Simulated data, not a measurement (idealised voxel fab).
Presented below is a process module, voxel transistor to metal.
This is section cut - it's 155 nm across, gridded in 5 nm square cells.
Cross-section, as written here: a square-cell grid given band by band from the top down, where a band holds one or more rows of cells.
Top height, bottom height, nm. Materials left to right, width each, nm. Single material + "edge to edge" = fills band edge to edge. "empty" = empty.
Height reference: 0 = level under which incoming wafer is all one material. Lowest band: no bottom, runs on downward, e.g. "z 0 and below".
It should be noted that a width expressed as "30->40" varies in equal increments from row to row of cells within the band, taking the value of the first number at the top row and that of the second number at the bottom row.
Where a step carries "changes: none", the cross-section came out of it unchanged, cell for cell.
Enclosed voids (no open way to top), threshold 8 cells or more, entry "Unvented cavities", notation width x height at distance, distance from left edge, nm.
Text after the settings on a step's line: the simulator's own remark on that step.
"overlay nm" on a masked step: distance the mask lay right of its planned place, negative for left.
plan
| 1 | RECEIVE | material Si |
| 2 | OXIDIZE | depth nm 5 |
| 3 | CONFORMAL_DEP | material SiN | thk nm 15 |
| 4 | DIRECTIONAL_DEP | material aC | thk nm 15 |
| 5 | PATTERN | tone cover | mask id ACTIVE | material resist | width nm 110 | thk nm 35 | overlay nm 0 |
| 6 | DIRECTIONAL_ETCH | etch materials aC | depth nm 15 |
| 7 | STRIP | etch materials resist |
| 8 | DIRECTIONAL_ETCH | etch materials SiN | depth nm 15 |
| 9 | DIRECTIONAL_ETCH | etch materials SiO2 | depth nm 5 |
| 10 | DIRECTIONAL_ETCH | etch materials Si | depth nm 35 |
| 11 | STRIP | etch materials aC |
| 12 | OXIDIZE | depth nm 5 |
| 13 | FILL_DEP | material SiO2 | thk nm 15 |
| 14 | CMP | height nm 15 |
| 15 | SELECTIVE_ETCH | etch materials SiO2 | depth nm 10 |
| 16 | STRIP | etch materials SiN |
| 17 | SELECTIVE_ETCH | etch materials SiO2 | depth nm 5 |
| 18 | OXIDIZE | depth nm 5 |
| 19 | DIRECTIONAL_DEP | material polySi | thk nm 25 |
| 20 | DIRECTIONAL_DEP | material SiCN | thk nm 10 |
| 21 | DIRECTIONAL_DEP | material aC | thk nm 10 |
| 22 | PATTERN | tone cover | mask id GATE | material resist | width nm 20 | thk nm 25 | overlay nm 0 |
| 23 | DIRECTIONAL_ETCH | etch materials aC | depth nm 10 |
| 24 | STRIP | etch materials resist |
| 25 | DIRECTIONAL_ETCH | etch materials SiCN | depth nm 20 |
| 26 | DIRECTIONAL_ETCH | etch materials polySi | depth nm 35 |
| 27 | STRIP | etch materials aC |
| 28 | CONFORMAL_DEP | material SiN | thk nm 5 |
| 29 | DIRECTIONAL_ETCH | etch materials SiN | depth nm 5 |
| 30 | DIRECTIONAL_ETCH | etch materials SiO2 | depth nm 5 |
| 31 | DIRECTIONAL_ETCH | etch materials Si | depth nm 10 |
| 32 | EPI | material pSi | thk nm 15 |
| 33 | FILL_DEP | material SiO2 | thk nm 10 |
| 34 | CMP | height nm 30 |
| 35 | DIRECTIONAL_DEP | material SiO2 | thk nm 15 |
| 36 | MASKED_ETCH | tone open | mask id CONTACT | width nm 20 | pitch nm 60 | etch materials SiO2 | depth nm 50 | overlay nm 0 |
| 37 | CONFORMAL_DEP | material TiN | thk nm 5 |
| 38 | FILL_DEP | material Ru | thk nm 10 |
| 39 | CMP | height nm 45 |
| 40 | CONFORMAL_DEP | material SiCN | thk nm 5 |
| 41 | DIRECTIONAL_DEP | material SiO2 | thk nm 25 |
| 42 | PATTERN | tone open | mask id METAL_1 | material resist | width nm 20 | pitch nm 70 | thk nm 20 | overlay nm 0 |
| 43 | DIRECTIONAL_ETCH | etch materials SiO2 | depth nm 25 |
| 44 | DIRECTIONAL_ETCH | etch materials SiCN | depth nm 5 |
| 45 | STRIP | etch materials resist |
| 46 | CONFORMAL_DEP | material TiN | thk nm 5 |
| 47 | FILL_DEP | material W | thk nm 5 |
| 48 | CMP | height nm 75 |
| 49 | EPI | material Ru | thk nm 5 |
| 50 | FILL_DEP | material SiCN | thk nm 5 |
Across this set of wafers, the varied parameter is the width nm of step 36. Starting conditions are identical for every wafer, and the plan reports the value assigned to the first wafer.
Incoming state of the first of several wafers in cross-section: after step 1
    z 0 and below | Si edge to edge
    Unvented cavities: none
What follows is a table in which each wafer occupies a row; for the wafer as it stands at the close of the module, the row states, material by material, how many cells have been gained (+) or lost (-) since receipt, and then gives its closed voids
width nm 20, +40 Ru, -167 Si, +81 SiCN, +16 SiN, +389 SiO2, +72 TiN, +20 W, +56 pSi, +20 polySi, Unvented cavities: none
width nm 25, +56 Ru, -167 Si, +81 SiCN, +16 SiN, +371 SiO2, +74 TiN, +20 W, +56 pSi, +20 polySi, Unvented cavities: none
width nm 30, +72 Ru, -167 Si, +81 SiCN, +16 SiN, +353 SiO2, +76 TiN, +20 W, +56 pSi, +20 polySi, Unvented cavities: none
width nm 35, +83 Ru, -167 Si, +81 SiCN, +16 SiN, +340 SiO2, +78 TiN, +20 W, +56 pSi, +20 polySi, Unvented cavities: none
width nm 40, +94 Ru, -167 Si, +81 SiCN, +16 SiN, +327 SiO2, +80 TiN, +20 W, +56 pSi, +20 polySi, Unvented cavities: none
width nm 45, +105 Ru, -167 Si, +81 SiCN, +16 SiN, +314 SiO2, +82 TiN, +20 W, +56 pSi, +20 polySi, Unvented cavities: none
